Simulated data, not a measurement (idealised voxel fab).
Process module heading - voxel air gaps
For reference, the cross-section in this document is cut, with width 275 nm and square cells of 5 nm.
Format of a cross-section: grid, square cells. Given as bands. Order: top down. Band: one or more rows of cells.
The band entry comprises the height of the band's top followed by the height of its bottom, expressed in nm, and subsequently the band's materials from left to right, each stated together with its width in nm. Where a single material is marked with the word "throughout", that material fills the band from edge to edge. The word "air" represents empty space.
Height 0 is the level under which the wafer as received is all one material. The lowest band goes on downwards, as in "0 nm and below".
It should be noted that a width expressed as "30 to 40" varies in equal increments from row to row of cells within the band, taking the value of the first number at the top row and that of the second number at the bottom row.
"remained unchanged" for a step: no cell of the cross-section changed in that step.
If an empty space has no open way to the top and is at least 8 cells in size, "Voids, fully enclosed" lists it, written width x height at distance, where distance is measured from the left edge and every value is in nm.
It should be noted that, on the line of a given step, the content following the step's settings is a remark produced by the simulator itself with respect to that step.
overlay nm: mask right of planned place by this much (step with mask). Neg. = left.
### Steps planned for the process
1: RECEIVE | material Si
2: CONFORMAL_DEP | material SiO2 | thk nm 10
3: CONFORMAL_DEP | material SiCN | thk nm 5
4: DIRECTIONAL_DEP | material SiO2 | thk nm 40
5: DIRECTIONAL_DEP | material aC | thk nm 10
6: PATTERN | tone open | mask id LINES | material resist | width nm 25 | pitch nm 55 | thk nm 30 | overlay nm 0
7: DIRECTIONAL_ETCH | etch materials aC | depth nm 10
8: STRIP | etch materials resist
9: DIRECTIONAL_ETCH | etch materials SiO2 | depth nm 40
10: STRIP | etch materials aC
11: CONFORMAL_DEP | material TiN | thk nm 5
12: FILL_DEP | material Ru | thk nm 10
13: CMP | height nm 55
14: EPI | material Ru | thk nm 10
15: SELECTIVE_ETCH | etch materials SiO2 | depth nm 50
16: CONFORMAL_DEP | material SiCN | thk nm 5
### So this is the incoming wafer in cross-section - it's already been through step 1
    0 nm and below: Si throughout
    Voids, fully enclosed: none
### Figure: cross-sectional view of the wafer upon completion of the module, processed from the initial state and according to the plan depicted above, with one error introduced during execution
    80 nm to 75 nm: 45 air / 185 SiCN / 45 air
    75 nm to 55 nm: 45 air / 5 SiCN / 175 Ru / 5 SiCN / 45 air
    55 nm to 50 nm: 45 air / 25 SiCN / 5 TiN / 15 Ru / 5 TiN / 30 SiO2 / 5 TiN / 15 Ru / 5 TiN / 30 SiO2 / 5 TiN / 15 Ru / 5 TiN / 25 SiCN / 45 air
    50 nm to 20 nm: 65 air / 5 SiCN / 5 TiN / 15 Ru / 5 TiN / 30 SiO2 / 5 TiN / 15 Ru / 5 TiN / 30 SiO2 / 5 TiN / 15 Ru / 5 TiN / 5 SiCN / 65 air
    20 nm to 15 nm: 70 SiCN / 25 TiN / 30 SiO2 / 25 TiN / 30 SiO2 / 25 TiN / 70 SiCN
    15 nm to 10 nm: SiCN throughout
    10 nm to 0 nm: SiO2 throughout
    0 nm and below: Si throughout
    Voids, fully enclosed: none
What was the processing mistake? in the plan, step 14 was performed twice
